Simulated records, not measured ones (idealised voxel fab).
Presented below is a process module, voxel quadruple lines.
cross-section cut | 165 nm wide | cells 5 nm
Heads up, the way a cross-section reads in here is a grid of square cells, handed over as bands from the top down, with every band being one or more rows of cells. Per band: top height and bottom height in nm, followed by the left-to-right materials and their widths in nm; "edge to edge" marks a single material spanning edge to edge, "air" marks empty space. Height is counted from the level 0, under which the received wafer is composed throughout of one material. The lowest of the bands is not closed at the bottom but continues downward, in the notation "0 down". Graded width ("30->40"): value in top row of band = first number; value in bottom row = second number; row-to-row change constant. Key: "nothing altered" - step with no changed cell in the cross-section. "Sealed void listing" means: voids of 8 cells or more that are shut off from the top with no open way through. Written width x height at distance, distance from the left edge, in nm. Past the settings on a step's line: simulator remark, on that step. What "overlay nm" on a step's line means: if the step has a mask, that mask lay this far to the right of its planned place, or, when the value is negative, to the left. Read each pair as before and after one process step. The after cross-section shows only down to the lowest band that changed. The step between them and its settings are given below the pair. Pairs can come from different runs of this module on the same starting wafer. A pair continues from the pair above only where its "Before processing step" entry says so.

Before processing step:
* 0 down: Si edge to edge
* Sealed void listing: none

Sectional Result:
* 10 to 0: SiO2 edge to edge
* Under the height 0 nothing was changed.
* Sealed void listing: none
What step was run between the cross-section before it and the cross-section after it, both above? op CONFORMAL_DEP | material SiO2 | thk nm 10

Before processing step: the pre-step structure is the one depicted after the step in the pair just above.

Sectional Result:
* 20 to 10: Ru edge to edge
* Under the height 10 nothing was changed.
* Sealed void listing: none
What step was run between the cross-section before it and the cross-section after it, both above? op DIRECTIONAL_DEP | material Ru | thk nm 10

Before processing step: the pre-step structure is the one depicted after the step in the pair just above.

Sectional Result:
* 40 to 20: polySi edge to edge
* Under the height 20 nothing was changed.
* Sealed void listing: none
What step was run between the cross-section before it and the cross-section after it, both above? op DIRECTIONAL_DEP | material polySi | thk nm 20

Before processing step: the pre-step structure is the one depicted after the step in the pair just above.

Sectional Result:
* 65 to 40: aC edge to edge
* Under the height 40 nothing was changed.
* Sealed void listing: none
What step was run between the cross-section before it and the cross-section after it, both above? op DIRECTIONAL_DEP | material aC | thk nm 25

Before processing step: the pre-step structure is the one depicted after the step in the pair just above.

Sectional Result:
* 100 to 65: 70 nm air | 25 nm resist | 70 nm air
* Under the height 65 nothing was changed.
* Sealed void listing: none
What step was run between the cross-section before it and the cross-section after it, both above? op PATTERN | tone cover | mask id MANDREL | material resist | width nm 25 | thk nm 35 | overlay nm 0

Before processing step: the pre-step structure is the one depicted after the step in the pair just above.

Sectional Result:
* 75 to 65: 70 nm air | 25 nm resist | 70 nm air
* 65 to 40: 70 nm air | 25 nm aC | 70 nm air
* Under the height 40 nothing was changed.
* Sealed void listing: none
What step was run between the cross-section before it and the cross-section after it, both above? op DIRECTIONAL_ETCH | etch materials aC | depth nm 25

Before processing step: the pre-step structure is the one depicted after the step in the pair just above.

Sectional Result:
* 65 to 40: 70 nm air | 25 nm aC | 70 nm air
* Under the height 40 nothing was changed.
* Sealed void listing: none
What step was run between the cross-section before it and the cross-section after it, both above? op STRIP | etch materials resist

Before processing step: the pre-step structure is the one depicted after the step in the pair just above.

Sectional Result:
* 80 to 65: 55 nm air | 55 nm SiO2 | 55 nm air
* 65 to 55: 55 nm air | 15 nm SiO2 | 25 nm aC | 15 nm SiO2 | 55 nm air
* 55 to 40: 70 nm SiO2 | 25 nm aC | 70 nm SiO2
* Under the height 40 nothing was changed.
* Sealed void listing: none
What step was run between the cross-section before it and the cross-section after it, both above? op CONFORMAL_DEP | material SiO2 | thk nm 15

Before processing step: the pre-step structure is the one depicted after the step in the pair just above.

Sectional Result:
* 65 to 40: 55 nm air | 15 nm SiO2 | 25 nm aC | 15 nm SiO2 | 55 nm air
* Under the height 40 nothing was changed.
* Sealed void listing: none
What step was run between the cross-section before it and the cross-section after it, both above? op DIRECTIONAL_ETCH | etch materials SiO2 | depth nm 15

Before processing step: the pre-step structure is the one depicted after the step in the pair just above.

Sectional Result:
* 65 to 40: 55 nm air | 15 nm SiO2 | 25 nm air | 15 nm SiO2 | 55 nm air
* Under the height 40 nothing was changed.
* Sealed void listing: none
What step was run between the cross-section before it and the cross-section after it, both above? op STRIP | etch materials aC

Before processing step: the pre-step structure is the one depicted after the step in the pair just above.

Sectional Result:
* 65 to 40: 55 nm air | 15 nm SiO2 | 25 nm air | 15 nm SiO2 | 55 nm air
* 40 to 20: 55 nm air | 15 nm polySi | 25 nm air | 15 nm polySi | 55 nm air
* Under the height 20 nothing was changed.
* Sealed void listing: none
What step was run between the cross-section before it and the cross-section after it, both above? op DIRECTIONAL_ETCH | etch materials polySi | depth nm 20

Before processing step: the pre-step structure is the one depicted after the step in the pair just above.

Sectional Result:
* 40 to 20: 55 nm air | 15 nm polySi | 25 nm air | 15 nm polySi | 55 nm air
* Under the height 20 nothing was changed.
* Sealed void listing: none
What step was run between the cross-section before it and the cross-section after it, both above? op STRIP | etch materials SiO2

Before processing step: the pre-step structure is the one depicted after the step in the pair just above.

Sectional Result:
* 45 to 40: 50 nm air | 25 nm SiN | 15 nm air | 25 nm SiN | 50 nm air
* 40 to 25: 50 nm air | 5 nm SiN | 15 nm polySi | 5 nm SiN | 15 nm air | 5 nm SiN | 15 nm polySi | 5 nm SiN | 50 nm air
* 25 to 20: 55 nm SiN | 15 nm polySi | 25 nm SiN | 15 nm polySi | 55 nm SiN
* Under the height 20 nothing was changed.
* Sealed void listing: none
What step was run between the cross-section before it and the cross-section after it, both above? op CONFORMAL_DEP | material SiN | thk nm 5

Before processing step: the pre-step structure is the one depicted after the step in the pair just above.

Sectional Result:
* 40 to 20: 50 nm air | 5 nm SiN | 15 nm polySi | 5 nm SiN | 15 nm air | 5 nm SiN | 15 nm polySi | 5 nm SiN | 50 nm air
* Under the height 20 nothing was changed.
* Sealed void listing: none
What step was run between the cross-section before it and the cross-section after it, both above? op DIRECTIONAL_ETCH | etch materials SiN | depth nm 5

Before processing step: the pre-step structure is the one depicted after the step in the pair just above.

Sectional Result:
* 40 to 20: 50 nm air | 5 nm SiN | 15 nm air | 5 nm SiN | 15 nm air | 5 nm SiN | 15 nm air | 5 nm SiN | 50 nm air
* Under the height 20 nothing was changed.
* Sealed void listing: none
What step was run between the cross-section before it and the cross-section after it, both above? op STRIP | etch materials polySi

Before processing step: the pre-step structure is the one depicted after the step in the pair just above.

Sectional Result:
* 40 to 20: 50 nm air | 5 nm SiN | 15 nm air | 5 nm SiN | 15 nm air | 5 nm SiN | 15 nm air | 5 nm SiN | 50 nm air
* 20 to 10: 50 nm air | 5 nm Ru | 15 nm air | 5 nm Ru | 15 nm air | 5 nm Ru | 15 nm air | 5 nm Ru | 50 nm air
* Under the height 10 nothing was changed.
* Sealed void listing: none
What step was run between the cross-section before it and the cross-section after it, both above? op DIRECTIONAL_ETCH | etch materials Ru | depth nm 10

Before processing step: the pre-step structure is the one depicted after the step in the pair just above.

Sectional Result:
* 20 to 10: 50 nm air | 5 nm Ru | 15 nm air | 5 nm Ru | 15 nm air | 5 nm Ru | 15 nm air | 5 nm Ru | 50 nm air
* Under the height 10 nothing was changed.
* Sealed void listing: none
What step was run between the cross-section before it and the cross-section after it, both above? op STRIP | etch materials SiN

Before processing step: the pre-step structure is the one depicted after the step in the pair just above.

Sectional Result:
* 30 to 20: lowk edge to edge
* 20 to 10: 50 nm lowk | 5 nm Ru | 15 nm lowk | 5 nm Ru | 15 nm lowk | 5 nm Ru | 15 nm lowk | 5 nm Ru | 50 nm lowk
* Under the height 10 nothing was changed.
* Sealed void listing: none
What step was run between the cross-section before it and the cross-section after it, both above? op FILL_DEP | material lowk | thk nm 10

Before processing step: the pre-step structure is the one depicted after the step in the pair just above.

Sectional Result:
* 20 to 10: 50 nm lowk | 5 nm Ru | 15 nm lowk | 5 nm Ru | 15 nm lowk | 5 nm Ru | 15 nm lowk | 5 nm Ru | 50 nm lowk
* Under the height 10 nothing was changed.
* Sealed void listing: none
What step was run between the cross-section before it and the cross-section after it, both above? op CMP | height nm 20

Before processing step:
* 0 down: Si edge to edge
* Sealed void listing: none

Sectional Result:
* 10 to 0: Ru edge to edge
* Under the height 0 nothing was changed.
* Sealed void listing: none
What step was run between the cross-section before it and the cross-section after it, both above? op DIRECTIONAL_DEP | material Ru | thk nm 10

Before processing step: the pre-step structure is the one depicted after the step in the pair just above.

Sectional Result:
* 30 to 10: polySi edge to edge
* Under the height 10 nothing was changed.
* Sealed void listing: none
What step was run between the cross-section before it and the cross-section after it, both above? op DIRECTIONAL_DEP | material polySi | thk nm 20

Before processing step: the pre-step structure is the one depicted after the step in the pair just above.

Sectional Result:
* 55 to 30: aC edge to edge
* Under the height 30 nothing was changed.
* Sealed void listing: none
What step was run between the cross-section before it and the cross-section after it, both above? op DIRECTIONAL_DEP | material aC | thk nm 25

Before processing step: the pre-step structure is the one depicted after the step in the pair just above.

Sectional Result:
* 90 to 55: 70 nm air | 25 nm resist | 70 nm air
* Under the height 55 nothing was changed.
* Sealed void listing: none
What step was run between the cross-section before it and the cross-section after it, both above? op PATTERN | tone cover | mask id MANDREL | material resist | width nm 25 | thk nm 35 | overlay nm 0

Before processing step: the pre-step structure is the one depicted after the step in the pair just above.

Sectional Result:
* 65 to 55: 70 nm air | 25 nm resist | 70 nm air
* 55 to 30: 70 nm air | 25 nm aC | 70 nm air
* Under the height 30 nothing was changed.
* Sealed void listing: none
What step was run between the cross-section before it and the cross-section after it, both above? op DIRECTIONAL_ETCH | etch materials aC | depth nm 25

Before processing step: the pre-step structure is the one depicted after the step in the pair just above.

Sectional Result:
* 55 to 30: 70 nm air | 25 nm aC | 70 nm air
* Under the height 30 nothing was changed.
* Sealed void listing: none
What step was run between the cross-section before it and the cross-section after it, both above? op STRIP | etch materials resist

Before processing step: the pre-step structure is the one depicted after the step in the pair just above.

Sectional Result:
* 70 to 55: 55 nm air | 55 nm SiO2 | 55 nm air
* 55 to 45: 55 nm air | 15 nm SiO2 | 25 nm aC | 15 nm SiO2 | 55 nm air
* 45 to 30: 70 nm SiO2 | 25 nm aC | 70 nm SiO2
* Under the height 30 nothing was changed.
* Sealed void listing: none
What step was run between the cross-section before it and the cross-section after it, both above? op CONFORMAL_DEP | material SiO2 | thk nm 15

Before processing step: the pre-step structure is the one depicted after the step in the pair just above.

Sectional Result:
* 55 to 30: 55 nm air | 15 nm SiO2 | 25 nm aC | 15 nm SiO2 | 55 nm air
* Under the height 30 nothing was changed.
* Sealed void listing: none
What step was run between the cross-section before it and the cross-section after it, both above? op DIRECTIONAL_ETCH | etch materials SiO2 | depth nm 15

Before processing step: the pre-step structure is the one depicted after the step in the pair just above.

Sectional Result:
* 55 to 30: 55 nm air | 15 nm SiO2 | 25 nm air | 15 nm SiO2 | 55 nm air
* Under the height 30 nothing was changed.
* Sealed void listing: none
What step was run between the cross-section before it and the cross-section after it, both above? op STRIP | etch materials aC

Before processing step: the pre-step structure is the one depicted after the step in the pair just above.

Sectional Result:
* 55 to 30: 55 nm air | 15 nm SiO2 | 25 nm air | 15 nm SiO2 | 55 nm air
* 30 to 10: 55 nm air | 15 nm polySi | 25 nm air | 15 nm polySi | 55 nm air
* Under the height 10 nothing was changed.
* Sealed void listing: none
What step was run between the cross-section before it and the cross-section after it, both above? op DIRECTIONAL_ETCH | etch materials polySi | depth nm 20

Before processing step: the pre-step structure is the one depicted after the step in the pair just above.

Sectional Result:
* 30 to 10: 55 nm air | 15 nm polySi | 25 nm air | 15 nm polySi | 55 nm air
* Under the height 10 nothing was changed.
* Sealed void listing: none
What step was run between the cross-section before it and the cross-section after it, both above? op STRIP | etch materials SiO2

Before processing step: the pre-step structure is the one depicted after the step in the pair just above.

Sectional Result:
* 35 to 30: 50 nm air | 25 nm SiN | 15 nm air | 25 nm SiN | 50 nm air
* 30 to 15: 50 nm air | 5 nm SiN | 15 nm polySi | 5 nm SiN | 15 nm air | 5 nm SiN | 15 nm polySi | 5 nm SiN | 50 nm air
* 15 to 10: 55 nm SiN | 15 nm polySi | 25 nm SiN | 15 nm polySi | 55 nm SiN
* Under the height 10 nothing was changed.
* Sealed void listing: none
What step was run between the cross-section before it and the cross-section after it, both above? op CONFORMAL_DEP | material SiN | thk nm 5

Before processing step: the pre-step structure is the one depicted after the step in the pair just above.

Sectional Result:
* 30 to 10: 50 nm air | 5 nm SiN | 15 nm polySi | 5 nm SiN | 15 nm air | 5 nm SiN | 15 nm polySi | 5 nm SiN | 50 nm air
* Under the height 10 nothing was changed.
* Sealed void listing: none
What step was run between the cross-section before it and the cross-section after it, both above? op DIRECTIONAL_ETCH | etch materials SiN | depth nm 5

Before processing step: the pre-step structure is the one depicted after the step in the pair just above.

Sectional Result:
* 30 to 10: 50 nm air | 5 nm SiN | 15 nm air | 5 nm SiN | 15 nm air | 5 nm SiN | 15 nm air | 5 nm SiN | 50 nm air
* Under the height 10 nothing was changed.
* Sealed void listing: none
What step was run between the cross-section before it and the cross-section after it, both above? op STRIP | etch materials polySi

Before processing step: the pre-step structure is the one depicted after the step in the pair just above.

Sectional Result:
* 30 to 10: 50 nm air | 5 nm SiN | 15 nm air | 5 nm SiN | 15 nm air | 5 nm SiN | 15 nm air | 5 nm SiN | 50 nm air
* 10 to 0: 50 nm air | 5 nm Ru | 15 nm air | 5 nm Ru | 15 nm air | 5 nm Ru | 15 nm air | 5 nm Ru | 50 nm air
* Under the height 0 nothing was changed.
* Sealed void listing: none
What step was run between the cross-section before it and the cross-section after it, both above? op DIRECTIONAL_ETCH | etch materials Ru | depth nm 10

Before processing step: the pre-step structure is the one depicted after the step in the pair just above.

Sectional Result:
* 10 to 0: 50 nm air | 5 nm Ru | 15 nm air | 5 nm Ru | 15 nm air | 5 nm Ru | 15 nm air | 5 nm Ru | 50 nm air
* Under the height 0 nothing was changed.
* Sealed void listing: none
What step was run between the cross-section before it and the cross-section after it, both above? op STRIP | etch materials SiN

Before processing step: the pre-step structure is the one depicted after the step in the pair just above.

Sectional Result:
* 20 to 10: lowk edge to edge
* 10 to 0: 50 nm lowk | 5 nm Ru | 15 nm lowk | 5 nm Ru | 15 nm lowk | 5 nm Ru | 15 nm lowk | 5 nm Ru | 50 nm lowk
* Under the height 0 nothing was changed.
* Sealed void listing: none
What step was run between the cross-section before it and the cross-section after it, both above? op FILL_DEP | material lowk | thk nm 10

Before processing step:
* 40 to 20: 50 nm air | 5 nm SiN | 15 nm polySi | 5 nm SiN | 15 nm air | 5 nm SiN | 15 nm polySi | 5 nm SiN | 50 nm air
* 20 to 10: Ru edge to edge
* 10 to 0: SiO2 edge to edge
* 0 down: Si edge to edge
* Sealed void listing: none

Sectional Result:
* 40 to 35: 55 nm air | 15 nm polySi | 25 nm air | 15 nm polySi | 55 nm air
* Under the height 35 nothing was changed.
* Sealed void listing: none
What step was run between the cross-section before it and the cross-section after it, both above? op DIRECTIONAL_ETCH | etch materials SiN | depth nm 5

Before processing step: the pre-step structure is the one depicted after the step in the pair just above.

Sectional Result:
* 35 to 20: 50 nm air | 5 nm SiN | 15 nm air | 5 nm SiN | 15 nm air | 5 nm SiN | 15 nm air | 5 nm SiN | 50 nm air
* Under the height 20 nothing was changed.
* Sealed void listing: none
What step was run between the cross-section before it and the cross-section after it, both above? op STRIP | etch materials polySi

Before processing step: the pre-step structure is the one depicted after the step in the pair just above.

Sectional Result:
* 35 to 20: 50 nm air | 5 nm SiN | 15 nm air | 5 nm SiN | 15 nm air | 5 nm SiN | 15 nm air | 5 nm SiN | 50 nm air
* 20 to 10: 50 nm air | 5 nm Ru | 15 nm air | 5 nm Ru | 15 nm air | 5 nm Ru | 15 nm air | 5 nm Ru | 50 nm air
* Under the height 10 nothing was changed.
* Sealed void listing: none
What step was run between the cross-section before it and the cross-section after it, both above? op DIRECTIONAL_ETCH | etch materials Ru | depth nm 10

Before processing step: the pre-step structure is the one depicted after the step in the pair just above.

Sectional Result:
* 20 to 10: 50 nm air | 5 nm Ru | 15 nm air | 5 nm Ru | 15 nm air | 5 nm Ru | 15 nm air | 5 nm Ru | 50 nm air
* Under the height 10 nothing was changed.
* Sealed void listing: none
What step was run between the cross-section before it and the cross-section after it, both above? op STRIP | etch materials SiN

Before processing step:
* 10 to 0: SiO2 edge to edge
* 0 down: Si edge to edge
* Sealed void listing: none

Sectional Result:
* 30 to 10: polySi edge to edge
* Under the height 10 nothing was changed.
* Sealed void listing: none
What step was run between the cross-section before it and the cross-section after it, both above? op DIRECTIONAL_DEP | material polySi | thk nm 20

Before processing step: the pre-step structure is the one depicted after the step in the pair just above.

Sectional Result:
* 40 to 30: Ru edge to edge
* Under the height 30 nothing was changed.
* Sealed void listing: none
What step was run between the cross-section before it and the cross-section after it, both above? op DIRECTIONAL_DEP | material Ru | thk nm 10

Before processing step: the pre-step structure is the one depicted after the step in the pair just above.

Sectional Result:
* 65 to 40: aC edge to edge
* Under the height 40 nothing was changed.
* Sealed void listing: none
What step was run between the cross-section before it and the cross-section after it, both above? op DIRECTIONAL_DEP | material aC | thk nm 25

Before processing step: the pre-step structure is the one depicted after the step in the pair just above.

Sectional Result:
* 100 to 65: 70 nm air | 25 nm resist | 70 nm air
* Under the height 65 nothing was changed.
* Sealed void listing: none
What step was run between the cross-section before it and the cross-section after it, both above? op PATTERN | tone cover | mask id MANDREL | material resist | width nm 25 | thk nm 35 | overlay nm 0

Before processing step: the pre-step structure is the one depicted after the step in the pair just above.

Sectional Result:
* 75 to 65: 70 nm air | 25 nm resist | 70 nm air
* 65 to 40: 70 nm air | 25 nm aC | 70 nm air
* Under the height 40 nothing was changed.
* Sealed void listing: none
What step was run between the cross-section before it and the cross-section after it, both above? op DIRECTIONAL_ETCH | etch materials aC | depth nm 25

Before processing step: the pre-step structure is the one depicted after the step in the pair just above.

Sectional Result:
* 65 to 40: 70 nm air | 25 nm aC | 70 nm air
* Under the height 40 nothing was changed.
* Sealed void listing: none
What step was run between the cross-section before it and the cross-section after it, both above? op STRIP | etch materials resist

Before processing step: the pre-step structure is the one depicted after the step in the pair just above.

Sectional Result:
* 80 to 65: 55 nm air | 55 nm SiO2 | 55 nm air
* 65 to 55: 55 nm air | 15 nm SiO2 | 25 nm aC | 15 nm SiO2 | 55 nm air
* 55 to 40: 70 nm SiO2 | 25 nm aC | 70 nm SiO2
* Under the height 40 nothing was changed.
* Sealed void listing: none
What step was run between the cross-section before it and the cross-section after it, both above? op CONFORMAL_DEP | material SiO2 | thk nm 15

Before processing step: the pre-step structure is the one depicted after the step in the pair just above.

Sectional Result:
* 65 to 40: 55 nm air | 15 nm SiO2 | 25 nm aC | 15 nm SiO2 | 55 nm air
* Under the height 40 nothing was changed.
* Sealed void listing: none
What step was run between the cross-section before it and the cross-section after it, both above? op DIRECTIONAL_ETCH | etch materials SiO2 | depth nm 15

Before processing step: the pre-step structure is the one depicted after the step in the pair just above.

Sectional Result:
* 65 to 40: 55 nm air | 15 nm SiO2 | 25 nm air | 15 nm SiO2 | 55 nm air
* Under the height 40 nothing was changed.
* Sealed void listing: none
What step was run between the cross-section before it and the cross-section after it, both above? op STRIP | etch materials aC

Before processing step: the pre-step structure is the one depicted after the step in the pair just above.

Sectional Result:
* 40 to 30: Ru edge to edge
* Under the height 30 nothing was changed.
* Sealed void listing: none
What step was run between the cross-section before it and the cross-section after it, both above? op STRIP | etch materials SiO2

Before processing step: the pre-step structure is the one depicted after the step in the pair just above.

Sectional Result:
* 45 to 40: SiN edge to edge
* Under the height 40 nothing was changed.
* Sealed void listing: none
What step was run between the cross-section before it and the cross-section after it, both above? op CONFORMAL_DEP | material SiN | thk nm 5

Before processing step: the pre-step structure is the one depicted after the step in the pair just above.

Sectional Result:
* 40 to 30: Ru edge to edge
* Under the height 30 nothing was changed.
* Sealed void listing: none
What step was run between the cross-section before it and the cross-section after it, both above? op DIRECTIONAL_ETCH | etch materials SiN | depth nm 5

Before processing step: the pre-step structure is the one depicted after the step in the pair just above.

Sectional Result:
* 30 to 10: polySi edge to edge
* Under the height 10 nothing was changed.
* Sealed void listing: none
What step was run between the cross-section before it and the cross-section after it, both above? op DIRECTIONAL_ETCH | etch materials Ru | depth nm 10

Before processing step: the pre-step structure is the one depicted after the step in the pair just above.

Sectional Result:
* 40 to 30: lowk edge to edge
* Under the height 30 nothing was changed.
* Sealed void listing: none
What step was run between the cross-section before it and the cross-section after it, both above? op FILL_DEP | material lowk | thk nm 10

Before processing step: the pre-step structure is the one depicted after the step in the pair just above.

Sectional Result:
* 20 to 10: polySi edge to edge
* Under the height 10 nothing was changed.
* Sealed void listing: none
What step was run between the cross-section before it and the cross-section after it, both above? op CMP | height nm 20

Before processing step:
* 0 down: Si edge to edge
* Sealed void listing: none

Sectional Result:
* 5 to 0: SiO2 edge to edge
* Under the height 0 nothing was changed.
* Sealed void listing: none
What step was run between the cross-section before it and the cross-section after it, both above? op CONFORMAL_DEP | material SiO2 | thk nm 5

Before processing step: the pre-step structure is the one depicted after the step in the pair just above.

Sectional Result:
* 15 to 5: Ru edge to edge
* Under the height 5 nothing was changed.
* Sealed void listing: none
What step was run between the cross-section before it and the cross-section after it, both above? op DIRECTIONAL_DEP | material Ru | thk nm 10

Before processing step: the pre-step structure is the one depicted after the step in the pair just above.

Sectional Result:
* 35 to 15: polySi edge to edge
* Under the height 15 nothing was changed.
* Sealed void listing: none
What step was run between the cross-section before it and the cross-section after it, both above? op DIRECTIONAL_DEP | material polySi | thk nm 20

Before processing step: the pre-step structure is the one depicted after the step in the pair just above.

Sectional Result:
* 60 to 35: aC edge to edge
* Under the height 35 nothing was changed.
* Sealed void listing: none
What step was run between the cross-section before it and the cross-section after it, both above? op DIRECTIONAL_DEP | material aC | thk nm 25

Before processing step: the pre-step structure is the one depicted after the step in the pair just above.

Sectional Result:
* 95 to 60: 70 nm air | 25 nm resist | 70 nm air
* Under the height 60 nothing was changed.
* Sealed void listing: none
What step was run between the cross-section before it and the cross-section after it, both above? op PATTERN | tone cover | mask id MANDREL | material resist | width nm 25 | thk nm 35 | overlay nm 0

Before processing step: the pre-step structure is the one depicted after the step in the pair just above.

Sectional Result:
* 70 to 60: 70 nm air | 25 nm resist | 70 nm air
* 60 to 35: 70 nm air | 25 nm aC | 70 nm air
* Under the height 35 nothing was changed.
* Sealed void listing: none
What step was run between the cross-section before it and the cross-section after it, both above? op DIRECTIONAL_ETCH | etch materials aC | depth nm 25

Before processing step: the pre-step structure is the one depicted after the step in the pair just above.

Sectional Result:
* 60 to 35: 70 nm air | 25 nm aC | 70 nm air
* Under the height 35 nothing was changed.
* Sealed void listing: none
What step was run between the cross-section before it and the cross-section after it, both above? op STRIP | etch materials resist

Before processing step: the pre-step structure is the one depicted after the step in the pair just above.

Sectional Result:
* 75 to 60: 55 nm air | 55 nm SiO2 | 55 nm air
* 60 to 50: 55 nm air | 15 nm SiO2 | 25 nm aC | 15 nm SiO2 | 55 nm air
* 50 to 35: 70 nm SiO2 | 25 nm aC | 70 nm SiO2
* Under the height 35 nothing was changed.
* Sealed void listing: none
What step was run between the cross-section before it and the cross-section after it, both above? op CONFORMAL_DEP | material SiO2 | thk nm 15

Before processing step: the pre-step structure is the one depicted after the step in the pair just above.

Sectional Result:
* 60 to 35: 55 nm air | 15 nm SiO2 | 25 nm aC | 15 nm SiO2 | 55 nm air
* Under the height 35 nothing was changed.
* Sealed void listing: none
What step was run between the cross-section before it and the cross-section after it, both above? op DIRECTIONAL_ETCH | etch materials SiO2 | depth nm 15

Before processing step: the pre-step structure is the one depicted after the step in the pair just above.

Sectional Result:
* 60 to 35: 55 nm air | 15 nm SiO2 | 25 nm air | 15 nm SiO2 | 55 nm air
* Under the height 35 nothing was changed.
* Sealed void listing: none
What step was run between the cross-section before it and the cross-section after it, both above? op STRIP | etch materials aC

Before processing step: the pre-step structure is the one depicted after the step in the pair just above.

Sectional Result:
* 60 to 35: 55 nm air | 15 nm SiO2 | 25 nm air | 15 nm SiO2 | 55 nm air
* 35 to 15: 55 nm air | 15 nm polySi | 25 nm air | 15 nm polySi | 55 nm air
* Under the height 15 nothing was changed.
* Sealed void listing: none
What step was run between the cross-section before it and the cross-section after it, both above? op DIRECTIONAL_ETCH | etch materials polySi | depth nm 20

Before processing step: the pre-step structure is the one depicted after the step in the pair just above.

Sectional Result:
* 35 to 15: 55 nm air | 15 nm polySi | 25 nm air | 15 nm polySi | 55 nm air
* Under the height 15 nothing was changed.
* Sealed void listing: none
What step was run between the cross-section before it and the cross-section after it, both above? op STRIP | etch materials SiO2

Before processing step: the pre-step structure is the one depicted after the step in the pair just above.

Sectional Result:
* 40 to 35: 50 nm air | 25 nm SiN | 15 nm air | 25 nm SiN | 50 nm air
* 35 to 20: 50 nm air | 5 nm SiN | 15 nm polySi | 5 nm SiN | 15 nm air | 5 nm SiN | 15 nm polySi | 5 nm SiN | 50 nm air
* 20 to 15: 55 nm SiN | 15 nm polySi | 25 nm SiN | 15 nm polySi | 55 nm SiN
* Under the height 15 nothing was changed.
* Sealed void listing: none
What step was run between the cross-section before it and the cross-section after it, both above? op CONFORMAL_DEP | material SiN | thk nm 5

Before processing step: the pre-step structure is the one depicted after the step in the pair just above.

Sectional Result:
* 35 to 15: 50 nm air | 5 nm SiN | 15 nm polySi | 5 nm SiN | 15 nm air | 5 nm SiN | 15 nm polySi | 5 nm SiN | 50 nm air
* Under the height 15 nothing was changed.
* Sealed void listing: none
What step was run between the cross-section before it and the cross-section after it, both above? op DIRECTIONAL_ETCH | etch materials SiN | depth nm 5

Before processing step: the pre-step structure is the one depicted after the step in the pair just above.

Sectional Result:
* 35 to 15: 50 nm air | 5 nm SiN | 15 nm air | 5 nm SiN | 15 nm air | 5 nm SiN | 15 nm air | 5 nm SiN | 50 nm air
* Under the height 15 nothing was changed.
* Sealed void listing: none
What step was run between the cross-section before it and the cross-section after it, both above? op STRIP | etch materials polySi

Before processing step: the pre-step structure is the one depicted after the step in the pair just above.

Sectional Result:
* 35 to 15: 50 nm air | 5 nm SiN | 15 nm air | 5 nm SiN | 15 nm air | 5 nm SiN | 15 nm air | 5 nm SiN | 50 nm air
* 15 to 5: 50 nm air | 5 nm Ru | 15 nm air | 5 nm Ru | 15 nm air | 5 nm Ru | 15 nm air | 5 nm Ru | 50 nm air
* Under the height 5 nothing was changed.
* Sealed void listing: none
What step was run between the cross-section before it and the cross-section after it, both above? op DIRECTIONAL_ETCH | etch materials Ru | depth nm 10

Before processing step: the pre-step structure is the one depicted after the step in the pair just above.

Sectional Result:
* 15 to 5: 50 nm air | 5 nm Ru | 15 nm air | 5 nm Ru | 15 nm air | 5 nm Ru | 15 nm air | 5 nm Ru | 50 nm air
* Under the height 5 nothing was changed.
* Sealed void listing: none
What step was run between the cross-section before it and the cross-section after it, both above? op STRIP | etch materials SiN

Before processing step: the pre-step structure is the one depicted after the step in the pair just above.

Sectional Result:
* 25 to 15: lowk edge to edge
* 15 to 5: 50 nm lowk | 5 nm Ru | 15 nm lowk | 5 nm Ru | 15 nm lowk | 5 nm Ru | 15 nm lowk | 5 nm Ru | 50 nm lowk
* Under the height 5 nothing was changed.
* Sealed void listing: none
What step was run between the cross-section before it and the cross-section after it, both above? op FILL_DEP | material lowk | thk nm 10

Before processing step: the pre-step structure is the one depicted after the step in the pair just above.

Sectional Result:
* 20 to 15: lowk edge to edge
* Under the height 15 nothing was changed.
* Sealed void listing: none
What step was run between the cross-section before it and the cross-section after it, both above? op CMP | height nm 20

Before processing step:
* 65 to 40: aC edge to edge
* 40 to 20: polySi edge to edge
* 20 to 10: Ru edge to edge
* 10 to 0: SiO2 edge to edge
* 0 down: Si edge to edge
* Sealed void listing: none

Sectional Result:
* 100 to 65: 75 nm air | 20 nm resist | 70 nm air
* Under the height 65 nothing was changed.
* Sealed void listing: none
What step was run between the cross-section before it and the cross-section after it, both above? op PATTERN | tone cover | mask id MANDREL | material resist | width nm 20 | thk nm 35 | overlay nm 0

Before processing step: the pre-step structure is the one depicted after the step in the pair just above.

Sectional Result:
* 75 to 65: 75 nm air | 20 nm resist | 70 nm air
* 65 to 40: 75 nm air | 20 nm aC | 70 nm air
* Under the height 40 nothing was changed.
* Sealed void listing: none
What step was run between the cross-section before it and the cross-section after it, both above? op DIRECTIONAL_ETCH | etch materials aC | depth nm 25

Before processing step: the pre-step structure is the one depicted after the step in the pair just above.

Sectional Result:
* 65 to 40: 75 nm air | 20 nm aC | 70 nm air
* Under the height 40 nothing was changed.
* Sealed void listing: none
What step was run between the cross-section before it and the cross-section after it, both above? op STRIP | etch materials resist

Before processing step: the pre-step structure is the one depicted after the step in the pair just above.

Sectional Result:
* 80 to 65: 60 nm air | 50 nm SiO2 | 55 nm air
* 65 to 55: 60 nm air | 15 nm SiO2 | 20 nm aC | 15 nm SiO2 | 55 nm air
* 55 to 40: 75 nm SiO2 | 20 nm aC | 70 nm SiO2
* Under the height 40 nothing was changed.
* Sealed void listing: none
What step was run between the cross-section before it and the cross-section after it, both above? op CONFORMAL_DEP | material SiO2 | thk nm 15

Before processing step: the pre-step structure is the one depicted after the step in the pair just above.

Sectional Result:
* 65 to 40: 60 nm air | 15 nm SiO2 | 20 nm aC | 15 nm SiO2 | 55 nm air
* Under the height 40 nothing was changed.
* Sealed void listing: none
What step was run between the cross-section before it and the cross-section after it, both above? op DIRECTIONAL_ETCH | etch materials SiO2 | depth nm 15

Before processing step: the pre-step structure is the one depicted after the step in the pair just above.

Sectional Result:
* 65 to 40: 60 nm air | 15 nm SiO2 | 20 nm air | 15 nm SiO2 | 55 nm air
* Under the height 40 nothing was changed.
* Sealed void listing: none
What step was run between the cross-section before it and the cross-section after it, both above? op STRIP | etch materials aC

Before processing step: the pre-step structure is the one depicted after the step in the pair just above.

Sectional Result:
* 65 to 40: 60 nm air | 15 nm SiO2 | 20 nm air | 15 nm SiO2 | 55 nm air
* 40 to 20: 60 nm air | 15 nm polySi | 20 nm air | 15 nm polySi | 55 nm air
* Under the height 20 nothing was changed.
* Sealed void listing: none
What step was run between the cross-section before it and the cross-section after it, both above? op DIRECTIONAL_ETCH | etch materials polySi | depth nm 20
